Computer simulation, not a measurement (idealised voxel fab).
process module | voxel wiring stack
cross-section cut | 210 nm wide | cells 5 nm
A cross-section is a grid of square cells, given in bands from the top down. A band is one or more rows of cells.
Each band's line starts with the height of the band's top and of its bottom, in nm. Then come its materials from left to right, each with its width in nm. One material with "throughout" fills the band from edge to edge. "air" is empty space.
Height 0 is the level under which the wafer as received is all one material. The lowest band goes on downwards, as in "0 down".
A width such as "30 to 40" changes by the same amount from each row of cells to the next, from the band's top row to its bottom row.
"no change" after a step means that no cell of the cross-section changed.
closed voids: empty space of 8 cells or more with no open way to the top, each as width x height at its distance from the left edge, in nm
after a step's settings: what the simulator itself notes on the step
overlay nm, on a step with a mask: how far to the right of its planned place the mask lay; to the left if negative
plan
1 op RECEIVE | material Si
2 op CONFORMAL_DEP | material SiO2 | thk nm 10
3 op CONFORMAL_DEP | material SiCN | thk nm 5
4 op DIRECTIONAL_DEP | material SiO2 | thk nm 25
5 op PATTERN | tone open | mask id METAL_1 | material resist | width nm 30 | pitch nm 60 | thk nm 20 | overlay nm 0
6 op DIRECTIONAL_ETCH | etch materials SiO2 | depth nm 25
7 op DIRECTIONAL_ETCH | etch materials SiCN | depth nm 5
8 op STRIP | etch materials resist
9 op CONFORMAL_DEP | material TiN | thk nm 5
10 op FILL_DEP | material Cu | thk nm 5
11 op CMP | height nm 40
12 op CONFORMAL_DEP | material SiCN | thk nm 5
13 op DIRECTIONAL_DEP | material lowk | thk nm 25
14 op PATTERN | tone open | mask id METAL_2_HOLES | material resist | width nm 15 | pitch nm 60 | thk nm 20 | overlay nm 0
15 op DIRECTIONAL_ETCH | etch materials lowk | depth nm 25
16 op STRIP | etch materials resist
17 op PATTERN | tone open | mask id METAL_2 | material resist | width nm 30 | pitch nm 60 | thk nm 20 | overlay nm 0
18 op DIRECTIONAL_ETCH | etch materials lowk | depth nm 15
19 op DIRECTIONAL_ETCH | etch materials SiCN | depth nm 5
20 op STRIP | etch materials resist
21 op CONFORMAL_DEP | material TiN | thk nm 5
22 op FILL_DEP | material Ru | thk nm 10
23 op CMP | height nm 70
24 op CONFORMAL_DEP | material SiCN | thk nm 5
25 op DIRECTIONAL_DEP | material SiO2 | thk nm 15
26 op PATTERN | tone open | mask id PLUG_2 | material resist | width nm 15 | thk nm 15 | overlay nm 0
27 op DIRECTIONAL_ETCH | etch materials SiO2 | depth nm 15
28 op DIRECTIONAL_ETCH | etch materials SiCN | depth nm 5
29 op STRIP | etch materials resist
30 op EPI | material Ru | thk nm 10
31 op EPI | material Ru | thk nm 10
32 op DIRECTIONAL_DEP | material TiN | thk nm 5
33 op DIRECTIONAL_DEP | material Ru | thk nm 20
34 op PATTERN | tone cover | mask id METAL_3 | material resist | width nm 30 | pitch nm 60 | thk nm 20 | overlay nm 0
35 op DIRECTIONAL_ETCH | etch materials Ru | depth nm 20
36 op DIRECTIONAL_ETCH | etch materials TiN | depth nm 5
37 op STRIP | etch materials resist
38 op CONFORMAL_DEP | material SiCN | thk nm 5
39 op FILL_DEP | material SiO2 | thk nm 10
40 op CMP | height nm 115
41 op CONFORMAL_DEP | material SiCN | thk nm 5
42 op DIRECTIONAL_DEP | material SiO2 | thk nm 30
43 op PATTERN | tone open | mask id METAL_4_HOLES | material resist | width nm 15 | pitch nm 60 | thk nm 15 | overlay nm 0
44 op DIRECTIONAL_ETCH | etch materials SiO2 | depth nm 30
45 op STRIP | etch materials resist
46 op MASKED_ETCH | tone open | mask id METAL_4 | width nm 30 | pitch nm 60 | etch materials SiO2 | depth nm 15 | overlay nm 0
47 op MASKED_ETCH | tone open | mask id METAL_4 | width nm 30 | pitch nm 60 | etch materials SiCN | depth nm 5 | overlay nm 0
48 op CONFORMAL_DEP | material TiN | thk nm 5
49 op FILL_DEP | material Cu | thk nm 10
50 op CMP | height nm 150
51 op CONFORMAL_DEP | material SiCN | thk nm 5
as received, after step 1
  0 down: Si throughout
  closed voids: none
a wafer at the end: this start, this plan, one mistake
  155 to 150: SiCN throughout
  150 to 140: SiO2 60 | TiN 5 | Cu 20 | TiN 5 | SiO2 30 | TiN 5 | Cu 20 | TiN 5 | SiO2 60
  140 to 135: SiO2 60 | TiN 5 | Cu 5 | TiN 20 | SiO2 30 | TiN 5 | Cu 5 | TiN 20 | SiO2 60
  135 to 120: SiO2 60 | TiN 5 | Cu 5 | TiN 5 | SiO2 45 | TiN 5 | Cu 5 | TiN 5 | SiO2 75
  120 to 115: SiCN 60 | TiN 15 | SiCN 45 | TiN 15 | SiCN 75
  115 to 105: SiO2 70 to 55 | SiCN 5 to 20 | Ru 15 | SiCN 5 | SiO2 20 | SiCN 5 | Ru 30 | SiCN 5 | SiO2 55
  105 to 95: SiO2 55 | SiCN 5 | Ru 30 | SiCN 5 | SiO2 20 | SiCN 5 | Ru 30 | SiCN 5 | SiO2 55
  95 to 90: SiCN 60 | Ru 15 | TiN 15 | SiCN 30 | TiN 30 | SiCN 60
  90 to 85: SiO2 60 | Ru 15 | SiO2 135
  85 to 80: SiO2 60 | TiN 15 | SiO2 135
  80 to 75: SiO2 60 | Ru 15 | SiO2 135
  75 to 70: SiCN 60 | Ru 15 | SiCN 135
  70 to 60: lowk 60 | TiN 5 | Ru 20 | TiN 5 | lowk 30 | TiN 5 | Ru 20 | TiN 5 | lowk 60
  60 to 55: lowk 60 | TiN 5 | Ru 5 | TiN 20 | lowk 30 | TiN 5 | Ru 5 | TiN 20 | lowk 60
  55 to 45: lowk 60 | TiN 5 | Ru 5 | TiN 5 | lowk 45 | TiN 5 | Ru 5 | TiN 5 | lowk 75
  45 to 40: SiCN 60 | TiN 15 | SiCN 45 | TiN 15 | SiCN 75
  40 to 15: SiO2 60 | TiN 5 | Cu 20 | TiN 5 | SiO2 30 | TiN 5 | Cu 20 | TiN 5 | SiO2 60
  15 to 10: SiCN 60 | TiN 30 | SiCN 30 | TiN 30 | SiCN 60
  10 to 0: SiO2 throughout
  0 down: Si throughout
  closed voids: none
what went wrong: one of the steps 30 and 31, which are alike, was left out
